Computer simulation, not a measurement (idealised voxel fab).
Process module, titled voxel fin reveal
We display cut, a cross-section 175 nm in width whose square cells are each 5 nm.
Each cross-section below is a grid of square cells, stated as bands in top-down order, with one or more rows of cells making up each band.
Look at the band entry: it leads with the top's height and the bottom's height in nm. Then it lists the materials left to right, with a width in nm for each. The word "throughout" on a single material says that material fills the band edge to edge. The word "blank" is empty space.
Height 0 is the level under which the wafer as received is all one material. The lowest band goes on downwards, as in "z 0 and below".
Top row gets the first number, bottom row gets the second, and each row in between changes by the same step: that is how a band width like "30 to 40" works.
You'll sometimes find "identical to before" written for a step, and that's the way of saying that nowhere in the cross-section did a cell change during that step.
Voids not open to the top, 8 cells minimum: see "Voids lacking openings". Written width x height at distance; distance is from the left edge; nm.
Where a step's line continues beyond its settings, the continuation is a remark by the simulator itself on that step.
overlay nm: on a step with a mask, how far right of its planned place the mask lay; negative means left.
### Here's what the planned process steps look like
1) RECEIVE (material Si)
2) CONFORMAL_DEP (material SiN; thk nm 10)
3) MASKED_ETCH (tone cover; mask id FINS; width nm 15; pitch nm 35; etch materials SiN; depth nm 10; overlay nm 0)
4) MASKED_ETCH (tone cover; mask id FINS; width nm 15; pitch nm 35; etch materials Si; depth nm 35; overlay nm 0)
5) OXIDIZE (depth nm 5)
6) FILL_DEP (material SiO2; thk nm 15)
7) CMP (height nm 10)
8) SELECTIVE_ETCH (etch materials SiO2; depth nm 30)
9) STRIP (etch materials SiN)
### First of two wafers, processed according to plan
### Incoming wafer in cross-section (state: after step 1)
z 0 and below  Si throughout
Voids lacking openings: none
### Cross-section of the wafer subsequent to step 2
z 10 to 0  SiN throughout
At heights below 0, the structure remains unaltered.
### Cross-section of the wafer subsequent to step 3
z 10 to 0  blank (60), then SiN (15), then blank (20), then SiN (15), then blank (65)
At heights below 0, the structure remains unaltered.
### Cross-section of the wafer subsequent to step 4
z 10 to 0  blank (60), then SiN (15), then blank (20), then SiN (15), then blank (65)
z 0 to -35  blank (60), then Si (15), then blank (20), then Si (15), then blank (65)
At heights below -35, the structure remains unaltered.
### Cross-section of the wafer subsequent to step 5
z 10 to 0  blank (60), then SiN (15), then blank (20), then SiN (15), then blank (65)
z 0 to -35  blank (60), then SiO2 (5), then Si (5), then SiO2 (5), then blank (20), then SiO2 (5), then Si (5), then SiO2 (5), then blank (65)
z -35 to -40  SiO2 (65), then Si (5), then SiO2 (30), then Si (5), then SiO2 (70)
At heights below -40, the structure remains unaltered.
### Cross-section of the wafer subsequent to step 6
z 25 to 10  SiO2 throughout
z 10 to 0  SiO2 (60), then SiN (15), then SiO2 (20), then SiN (15), then SiO2 (65)
z 0 to -40  SiO2 (65), then Si (5), then SiO2 (30), then Si (5), then SiO2 (70)
At heights below -40, the structure remains unaltered.
### Cross-section of the wafer subsequent to step 7
z 10 to 0  SiO2 (60), then SiN (15), then SiO2 (20), then SiN (15), then SiO2 (65)
At heights below 0, the structure remains unaltered.
### Cross-section of the wafer subsequent to step 8
z 10 to 0  blank (60), then SiN (15), then blank (20), then SiN (15), then blank (65)
z 0 to -20  blank (65), then Si (5), then blank (30), then Si (5), then blank (70)
At heights below -20, the structure remains unaltered.
### Cross-section of the wafer subsequent to step 9
z 0 to -20  blank (65), then Si (5), then blank (30), then Si (5), then blank (70)
At heights below -20, the structure remains unaltered.
### Notes, second wafer: start = first wafer's, plan = first wafer's, execution had one mistake; history identical to first through step 2
### Cross-section of the second wafer corresponding to the planned conclusion of step 3
z 10 to 0  SiN (60), then blank (15), then SiN (20), then blank (15), then SiN (65)
At heights below 0, the structure remains unaltered.
Cross-section of the second wafer corresponding to the planned conclusion of step 4: identical to before
### Cross-section of the second wafer corresponding to the planned conclusion of step 5
z 10 to 0  SiN (60), then blank (15), then SiN (20), then blank (15), then SiN (65)
z 0 to -5  Si (55), then SiO2 (25), then Si (10), then SiO2 (25), then Si (60)
At heights below -5, the structure remains unaltered.
### Cross-section of the second wafer corresponding to the planned conclusion of step 6
z 25 to 10  SiO2 throughout
z 10 to 0  SiN (60), then SiO2 (15), then SiN (20), then SiO2 (15), then SiN (65)
At heights below 0, the structure remains unaltered.
### Cross-section of the second wafer corresponding to the planned conclusion of step 7
z 10 to 0  SiN (60), then SiO2 (15), then SiN (20), then SiO2 (15), then SiN (65)
At heights below 0, the structure remains unaltered.
### Cross-section of the second wafer corresponding to the planned conclusion of step 8
z 10 to 0  SiN (60), then blank (15), then SiN (20), then blank (15), then SiN (65)
z 0 to -5  Si (55), then blank (25), then Si (10), then blank (25), then Si (60)
At heights below -5, the structure remains unaltered.
### Cross-section of the second wafer corresponding to the planned conclusion of step 9
z 0 to -5  Si (55), then blank (25), then Si (10), then blank (25), then Si (60)
At heights below -5, the structure remains unaltered.
What went wrong in running the wafer? note that step 3 departed from the planned setting and was carried out as MASKED_ETCH (tone open; mask id FINS; width nm 15; pitch nm 35; etch materials SiN; depth nm 10; overlay nm 0)
Final tally in cells, some materials are higher or lower on the second wafer than on the first: Si +254 | SiO2 -132
